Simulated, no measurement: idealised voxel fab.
A process module follows: voxel transistor to metal.
Square cell edge 5 nm, section width 200 nm, ID cut.
We lay out every cross-section as a grid of square cells and spell it out in bands from the top down, where one band means one or more rows of cells. It is stipulated that each band's entry specify, in nanometres, the height of the top of the band and then that of its bottom, followed by the materials of the band in left-to-right sequence, each together with its width in nanometres. A single material marked by the word "full width" is understood to fill the band from edge to edge; the word "empty" is understood to denote empty space. It should be noted that heights are counted from 0, beneath which the wafer as supplied is of one material throughout, and that the lowest band possesses no lower boundary but continues downward, as written in "0 down". The expression "30..40" gives the width at the extremes of the band, the first number at its top row of cells and the second at its bottom row, with the width changing by equal amounts from each row to the next in between. Step note "everything unchanged" = no cross-section cell changed. Basically, "Tabulated closed voids" tells you about the enclosed voids: empty spaces with no open way to the top, 8 cells or bigger, each written width x height at distance, where distance is from the left edge, all in nm. That trailing text on a step's line, after the settings, is the simulator's own remark on the step. "overlay nm" on a masked step: distance the mask lay right of its planned place, negative for left.
The process steps that were planned are listed below
- 1: RECEIVE: material Si
- 2: CONFORMAL_DEP: material SiO2, thk nm 5
- 3: CONFORMAL_DEP: material SiN, thk nm 15
- 4: MASKED_ETCH: tone cover, mask id ACTIVE, width nm 110, etch materials SiN, depth nm 15, overlay nm 0
- 5: MASKED_ETCH: tone cover, mask id ACTIVE, width nm 110, etch materials SiO2, depth nm 5, overlay nm 0
- 6: MASKED_ETCH: tone cover, mask id ACTIVE, width nm 110, etch materials Si, depth nm 30, overlay nm 0
- 7: FILL_DEP: material SiO2, thk nm 15
- 8: CMP: height nm 20
- 9: SELECTIVE_ETCH: etch materials SiO2, depth nm 5
- 10: STRIP: etch materials SiN
- 11: SELECTIVE_ETCH: etch materials SiO2, depth nm 5
- 12: OXIDIZE: depth nm 5
- 13: DIRECTIONAL_DEP: material polySi, thk nm 20
- 14: DIRECTIONAL_DEP: material SiCN, thk nm 10
- 15: PATTERN: tone cover, mask id GATE, material resist, width nm 20, thk nm 20, overlay nm 0
- 16: DIRECTIONAL_ETCH: etch materials SiCN, depth nm 20
- 17: DIRECTIONAL_ETCH: etch materials polySi, depth nm 30
- 18: STRIP: etch materials resist
- 19: CONFORMAL_DEP: material SiN, thk nm 5
- 20: DIRECTIONAL_ETCH: etch materials SiN, depth nm 5
- 21: DIRECTIONAL_ETCH: etch materials SiO2, depth nm 5
- 22: DIRECTIONAL_ETCH: etch materials Si, depth nm 10
- 23: EPI: material SiGe, thk nm 10
- 24: FILL_DEP: material SiO2, thk nm 10
- 25: CMP: height nm 30
- 26: DIRECTIONAL_DEP: material SiO2, thk nm 10
- 27: MASKED_ETCH: tone open, mask id CONTACT, width nm 15, pitch nm 75, etch materials SiO2, depth nm 45, overlay nm 0
- 28: CONFORMAL_DEP: material TiN, thk nm 5
- 29: FILL_DEP: material W, thk nm 10
- 30: CMP: height nm 40
- 31: CONFORMAL_DEP: material SiCN, thk nm 5
- 32: DIRECTIONAL_DEP: material lowk, thk nm 20
- 33: MASKED_ETCH: tone open, mask id METAL_1, width nm 15, pitch nm 75, etch materials lowk, depth nm 20, overlay nm 0
- 34: MASKED_ETCH: tone open, mask id METAL_1, width nm 15, pitch nm 75, etch materials SiCN, depth nm 5, overlay nm 0
- 35: CONFORMAL_DEP: material TiN, thk nm 5
- 36: FILL_DEP: material Cu, thk nm 5
- 37: CMP: height nm 65
- 38: EPI: material Ru, thk nm 5
- 39: FILL_DEP: material SiCN, thk nm 5
First of two wafers - as planned
Cross-section: wafer on arrival = after step 1
0 down = Si full width
Tabulated closed voids: none
Once step 2 is through, the wafer looks like this in cross-section
5 to 0 = SiO2 full width
Lower than 0, everything is as it was.
Once step 3 is through, the wafer looks like this in cross-section
20 to 5 = SiN full width
Lower than 5, everything is as it was.
Once step 4 is through, the wafer looks like this in cross-section
20 to 5 = empty: 45  SiN: 110  empty: 45
Lower than 5, everything is as it was.
Once step 5 is through, the wafer looks like this in cross-section
20 to 5 = empty: 45  SiN: 110  empty: 45
5 to 0 = empty: 45  SiO2: 110  empty: 45
Lower than 0, everything is as it was.
Once step 6 is through, the wafer looks like this in cross-section
20 to 5 = empty: 45  SiN: 110  empty: 45
5 to 0 = empty: 45  SiO2: 110  empty: 45
0 to -30 = empty: 45  Si: 110  empty: 45
Lower than -30, everything is as it was.
Once step 7 is through, the wafer looks like this in cross-section
35 to 20 = SiO2 full width
20 to 5 = SiO2: 45  SiN: 110  SiO2: 45
5 to 0 = SiO2 full width
0 to -30 = SiO2: 45  Si: 110  SiO2: 45
Lower than -30, everything is as it was.
Once step 8 is through, the wafer looks like this in cross-section
20 to 5 = SiO2: 45  SiN: 110  SiO2: 45
Lower than 5, everything is as it was.
Once step 9 is through, the wafer looks like this in cross-section
20 to 15 = empty: 45  SiN: 110  empty: 45
Lower than 15, everything is as it was.
Once step 10 is through, the wafer looks like this in cross-section
15 to 5 = SiO2: 45  empty: 110  SiO2: 45
Lower than 5, everything is as it was.
Once step 11 is through, the wafer looks like this in cross-section
10 to 0 = SiO2: 40  empty: 120  SiO2: 40
Lower than 0, everything is as it was.
Once step 12 is through, the wafer looks like this in cross-section
10 to 0 = SiO2: 40  empty: 120  SiO2: 40
0 to -5 = SiO2 full width
Lower than -5, everything is as it was.
Once step 13 is through, the wafer looks like this in cross-section
30 to 20 = polySi: 40  empty: 120  polySi: 40
20 to 10 = polySi full width
10 to 0 = SiO2: 40  polySi: 120  SiO2: 40
Lower than 0, everything is as it was.
Once step 14 is through, the wafer looks like this in cross-section
40 to 30 = SiCN: 40  empty: 120  SiCN: 40
30 to 20 = polySi: 40  SiCN: 120  polySi: 40
Lower than 20, everything is as it was.
Once step 15 is through, the wafer looks like this in cross-section
60 to 40 = empty: 90  resist: 20  empty: 90
40 to 30 = SiCN: 40  empty: 50  resist: 20  empty: 50  SiCN: 40
Lower than 30, everything is as it was.
Once step 16 is through, the wafer looks like this in cross-section
60 to 30 = empty: 90  resist: 20  empty: 90
30 to 20 = polySi: 40  empty: 50  SiCN: 20  empty: 50  polySi: 40
Lower than 20, everything is as it was.
Once step 17 is through, the wafer looks like this in cross-section
60 to 30 = empty: 90  resist: 20  empty: 90
30 to 20 = empty: 90  SiCN: 20  empty: 90
20 to 10 = empty: 90  polySi: 20  empty: 90
10 to 0 = SiO2: 40  empty: 50  polySi: 20  empty: 50  SiO2: 40
Lower than 0, everything is as it was.
Once step 18 is through, the wafer looks like this in cross-section
30 to 20 = empty: 90  SiCN: 20  empty: 90
Lower than 20, everything is as it was.
Once step 19 is through, the wafer looks like this in cross-section
35 to 30 = empty: 85  SiN: 30  empty: 85
30 to 20 = empty: 85  SiN: 5  SiCN: 20  SiN: 5  empty: 85
20 to 15 = empty: 85  SiN: 5  polySi: 20  SiN: 5  empty: 85
15 to 10 = SiN: 45  empty: 40  SiN: 5  polySi: 20  SiN: 5  empty: 40  SiN: 45
10 to 5 = SiO2: 40  SiN: 5  empty: 40  SiN: 5  polySi: 20  SiN: 5  empty: 40  SiN: 5  SiO2: 40
5 to 0 = SiO2: 40  SiN: 50  polySi: 20  SiN: 50  SiO2: 40
Lower than 0, everything is as it was.
Once step 20 is through, the wafer looks like this in cross-section
30 to 20 = empty: 85  SiN: 5  SiCN: 20  SiN: 5  empty: 85
20 to 10 = empty: 85  SiN: 5  polySi: 20  SiN: 5  empty: 85
10 to 0 = SiO2: 40  SiN: 5  empty: 40  SiN: 5  polySi: 20  SiN: 5  empty: 40  SiN: 5  SiO2: 40
Lower than 0, everything is as it was.
Once step 21 is through, the wafer looks like this in cross-section
30 to 20 = empty: 85  SiN: 5  SiCN: 20  SiN: 5  empty: 85
20 to 10 = empty: 85  SiN: 5  polySi: 20  SiN: 5  empty: 85
10 to 5 = empty: 40  SiN: 5  empty: 40  SiN: 5  polySi: 20  SiN: 5  empty: 40  SiN: 5  empty: 40
5 to 0 = SiO2: 40  SiN: 5  empty: 40  SiN: 5  polySi: 20  SiN: 5  empty: 40  SiN: 5  SiO2: 40
0 to -5 = SiO2: 45  empty: 40  SiO2: 30  empty: 40  SiO2: 45
Lower than -5, everything is as it was.
Once step 22 is through, the wafer looks like this in cross-section
30 to 20 = empty: 85  SiN: 5  SiCN: 20  SiN: 5  empty: 85
20 to 10 = empty: 85  SiN: 5  polySi: 20  SiN: 5  empty: 85
10 to 5 = empty: 40  SiN: 5  empty: 40  SiN: 5  polySi: 20  SiN: 5  empty: 40  SiN: 5  empty: 40
5 to 0 = SiO2: 40  SiN: 5  empty: 40  SiN: 5  polySi: 20  SiN: 5  empty: 40  SiN: 5  SiO2: 40
0 to -5 = SiO2: 45  empty: 40  SiO2: 30  empty: 40  SiO2: 45
-5 to -15 = SiO2: 45  empty: 40  Si: 30  empty: 40  SiO2: 45
Lower than -15, everything is as it was.
Once step 23 is through, the wafer looks like this in cross-section
30 to 20 = empty: 85  SiN: 5  SiCN: 20  SiN: 5  empty: 85
20 to 10 = empty: 85  SiN: 5  polySi: 20  SiN: 5  empty: 85
10 to 5 = empty: 40  SiN: 5  empty: 40  SiN: 5  polySi: 20  SiN: 5  empty: 40  SiN: 5  empty: 40
5 to 0 = SiO2: 40  SiN: 5  empty: 30  SiGe: 10  SiN: 5  polySi: 20  SiN: 5  SiGe: 10  empty: 30  SiN: 5  SiO2: 40
0 to -5 = SiO2: 45  empty: 30  SiGe: 10  SiO2: 30  SiGe: 10  empty: 30  SiO2: 45
-5 to -15 = SiO2: 45  SiGe: 40  Si: 30  SiGe: 40  SiO2: 45
Lower than -15, everything is as it was.
Once step 24 is through, the wafer looks like this in cross-section
40 to 30 = SiO2 full width
30 to 20 = SiO2: 85  SiN: 5  SiCN: 20  SiN: 5  SiO2: 85
20 to 10 = SiO2: 85  SiN: 5  polySi: 20  SiN: 5  SiO2: 85
10 to 5 = SiO2: 40  SiN: 5  SiO2: 40  SiN: 5  polySi: 20  SiN: 5  SiO2: 40  SiN: 5  SiO2: 40
5 to 0 = SiO2: 40  SiN: 5  SiO2: 30  SiGe: 10  SiN: 5  polySi: 20  SiN: 5  SiGe: 10  SiO2: 30  SiN: 5  SiO2: 40
0 to -5 = SiO2: 75  SiGe: 10  SiO2: 30  SiGe: 10  SiO2: 75
Lower than -5, everything is as it was.
Once step 25 is through, the wafer looks like this in cross-section
30 to 20 = SiO2: 85  SiN: 5  SiCN: 20  SiN: 5  SiO2: 85
Lower than 20, everything is as it was.
Once step 26 is through, the wafer looks like this in cross-section
40 to 30 = SiO2 full width
Lower than 30, everything is as it was.
Once step 27 is through, the wafer looks like this in cross-section
40 to 30 = SiO2: 55  empty: 15  SiO2: 60  empty: 15  SiO2: 55
30 to 20 = SiO2: 55  empty: 15  SiO2: 15  SiN: 5  SiCN: 20  SiN: 5  SiO2: 15  empty: 15  SiO2: 55
20 to 10 = SiO2: 55  empty: 15  SiO2: 15  SiN: 5  polySi: 20  SiN: 5  SiO2: 15  empty: 15  SiO2: 55
10 to 5 = SiO2: 40  SiN: 5  SiO2: 10  empty: 15  SiO2: 15  SiN: 5  polySi: 20  SiN: 5  SiO2: 15  empty: 15  SiO2: 10  SiN: 5  SiO2: 40
5 to 0 = SiO2: 40  SiN: 5  SiO2: 10  empty: 15  SiO2: 5  SiGe: 10  SiN: 5  polySi: 20  SiN: 5  SiGe: 10  SiO2: 5  empty: 15  SiO2: 10  SiN: 5  SiO2: 40
0 to -5 = SiO2: 55  empty: 15  SiO2: 5  SiGe: 10  SiO2: 30  SiGe: 10  SiO2: 5  empty: 15  SiO2: 55
Lower than -5, everything is as it was.
Once step 28 is through, the wafer looks like this in cross-section
45 to 40 = TiN: 60  empty: 5  TiN: 70  empty: 5  TiN: 60
40 to 30 = SiO2: 55  TiN: 5  empty: 5  TiN: 5  SiO2: 60  TiN: 5  empty: 5  TiN: 5  SiO2: 55
30 to 20 = SiO2: 55  TiN: 5  empty: 5  TiN: 5  SiO2: 15  SiN: 5  SiCN: 20  SiN: 5  SiO2: 15  TiN: 5  empty: 5  TiN: 5  SiO2: 55
20 to 10 = SiO2: 55  TiN: 5  empty: 5  TiN: 5  SiO2: 15  SiN: 5  polySi: 20  SiN: 5  SiO2: 15  TiN: 5  empty: 5  TiN: 5  SiO2: 55
10 to 5 = SiO2: 40  SiN: 5  SiO2: 10  TiN: 5  empty: 5  TiN: 5  SiO2: 15  SiN: 5  polySi: 20  SiN: 5  SiO2: 15  TiN: 5  empty: 5  TiN: 5  SiO2: 10  SiN: 5  SiO2: 40
5 to 0 = SiO2: 40  SiN: 5  SiO2: 10  TiN: 5  empty: 5  TiN: 5  SiO2: 5  SiGe: 10  SiN: 5  polySi: 20  SiN: 5  SiGe: 10  SiO2: 5  TiN: 5  empty: 5  TiN: 5  SiO2: 10  SiN: 5  SiO2: 40
0 to -5 = SiO2: 55  TiN: 15  SiO2: 5  SiGe: 10  SiO2: 30  SiGe: 10  SiO2: 5  TiN: 15  SiO2: 55
Lower than -5, everything is as it was.
Once step 29 is through, the wafer looks like this in cross-section
55 to 45 = W full width
45 to 40 = TiN: 60  W: 5  TiN: 70  W: 5  TiN: 60
40 to 30 = SiO2: 55  TiN: 5  W: 5  TiN: 5  SiO2: 60  TiN: 5  W: 5  TiN: 5  SiO2: 55
30 to 20 = SiO2: 55  TiN: 5  W: 5  TiN: 5  SiO2: 15  SiN: 5  SiCN: 20  SiN: 5  SiO2: 15  TiN: 5  W: 5  TiN: 5  SiO2: 55
20 to 10 = SiO2: 55  TiN: 5  W: 5  TiN: 5  SiO2: 15  SiN: 5  polySi: 20  SiN: 5  SiO2: 15  TiN: 5  W: 5  TiN: 5  SiO2: 55
10 to 5 = SiO2: 40  SiN: 5  SiO2: 10  TiN: 5  W: 5  TiN: 5  SiO2: 15  SiN: 5  polySi: 20  SiN: 5  SiO2: 15  TiN: 5  W: 5  TiN: 5  SiO2: 10  SiN: 5  SiO2: 40
5 to 0 = SiO2: 40  SiN: 5  SiO2: 10  TiN: 5  W: 5  TiN: 5  SiO2: 5  SiGe: 10  SiN: 5  polySi: 20  SiN: 5  SiGe: 10  SiO2: 5  TiN: 5  W: 5  TiN: 5  SiO2: 10  SiN: 5  SiO2: 40
Lower than 0, everything is as it was.
Once step 30 is through, the wafer looks like this in cross-section
40 to 30 = SiO2: 55  TiN: 5  W: 5  TiN: 5  SiO2: 60  TiN: 5  W: 5  TiN: 5  SiO2: 55
Lower than 30, everything is as it was.
Once step 31 is through, the wafer looks like this in cross-section
45 to 40 = SiCN full width
Lower than 40, everything is as it was.
Once step 32 is through, the wafer looks like this in cross-section
65 to 45 = lowk full width
Lower than 45, everything is as it was.
Once step 33 is through, the wafer looks like this in cross-section
65 to 45 = lowk: 55  empty: 15  lowk: 60  empty: 15  lowk: 55
Lower than 45, everything is as it was.
Once step 34 is through, the wafer looks like this in cross-section
65 to 45 = lowk: 55  empty: 15  lowk: 60  empty: 15  lowk: 55
45 to 40 = SiCN: 55  empty: 15  SiCN: 60  empty: 15  SiCN: 55
Lower than 40, everything is as it was.
Once step 35 is through, the wafer looks like this in cross-section
70 to 65 = TiN: 60  empty: 5  TiN: 70  empty: 5  TiN: 60
65 to 45 = lowk: 55  TiN: 5  empty: 5  TiN: 5  lowk: 60  TiN: 5  empty: 5  TiN: 5  lowk: 55
45 to 40 = SiCN: 55  TiN: 15  SiCN: 60  TiN: 15  SiCN: 55
Lower than 40, everything is as it was.
Once step 36 is through, the wafer looks like this in cross-section
75 to 70 = Cu full width
70 to 65 = TiN: 60  Cu: 5  TiN: 70  Cu: 5  TiN: 60
65 to 45 = lowk: 55  TiN: 5  Cu: 5  TiN: 5  lowk: 60  TiN: 5  Cu: 5  TiN: 5  lowk: 55
Lower than 45, everything is as it was.
Once step 37 is through, the wafer looks like this in cross-section
65 to 45 = lowk: 55  TiN: 5  Cu: 5  TiN: 5  lowk: 60  TiN: 5  Cu: 5  TiN: 5  lowk: 55
Lower than 45, everything is as it was.
Once step 38 is through, the wafer looks like this in cross-section
70 to 65 = empty: 50  Ru: 25  empty: 50  Ru: 25  empty: 50
Lower than 65, everything is as it was.
Once step 39 is through, the wafer looks like this in cross-section
75 to 70 = SiCN full width
70 to 65 = SiCN: 50  Ru: 25  SiCN: 50  Ru: 25  SiCN: 50
Lower than 65, everything is as it was.
Here the second wafer is described. Its start and its plan were those of the first wafer. Its run contained one mistake. Up to and including step 33, it did exactly what the first wafer did
At the planned end of step 34, the second wafer in cross-section
65 to 45 = lowk: 55  empty: 15  lowk: 60  empty: 15  lowk: 55
45 to 40 = SiCN: 65  empty: 5  SiCN: 70  empty: 5  SiCN: 55
Lower than 40, everything is as it was.
At the planned end of step 35, the second wafer in cross-section
70 to 65 = TiN: 60  empty: 5  TiN: 70  empty: 5  TiN: 60
65 to 50 = lowk: 55  TiN: 5  empty: 5  TiN: 5  lowk: 60  TiN: 5  empty: 5  TiN: 5  lowk: 55
50 to 45 = lowk: 55  TiN: 15  lowk: 60  TiN: 15  lowk: 55
45 to 40 = SiCN: 65  TiN: 5  SiCN: 70  TiN: 5  SiCN: 55
Lower than 40, everything is as it was.
At the planned end of step 36, the second wafer in cross-section
75 to 70 = Cu full width
70 to 65 = TiN: 60  Cu: 5  TiN: 70  Cu: 5  TiN: 60
65 to 50 = lowk: 55  TiN: 5  Cu: 5  TiN: 5  lowk: 60  TiN: 5  Cu: 5  TiN: 5  lowk: 55
Lower than 50, everything is as it was.
At the planned end of step 37, the second wafer in cross-section
65 to 50 = lowk: 55  TiN: 5  Cu: 5  TiN: 5  lowk: 60  TiN: 5  Cu: 5  TiN: 5  lowk: 55
Lower than 50, everything is as it was.
At the planned end of step 38, the second wafer in cross-section
70 to 65 = empty: 50  Ru: 25  empty: 50  Ru: 25  empty: 50
Lower than 65, everything is as it was.
At the planned end of step 39, the second wafer in cross-section
75 to 70 = SiCN full width
70 to 65 = SiCN: 50  Ru: 25  SiCN: 50  Ru: 25  SiCN: 50
Lower than 65, everything is as it was.
Where did the run depart from the plan? rather than as planned, step 34 actually ran as MASKED_ETCH: tone open, mask id METAL_1, width nm 15, pitch nm 75, etch materials SiCN, depth nm 5, overlay nm 10
End of process, cell counts, second wafer against first, materials with more or fewer: Cu: 2 fewer | SiCN: 4 more | TiN: 2 fewer
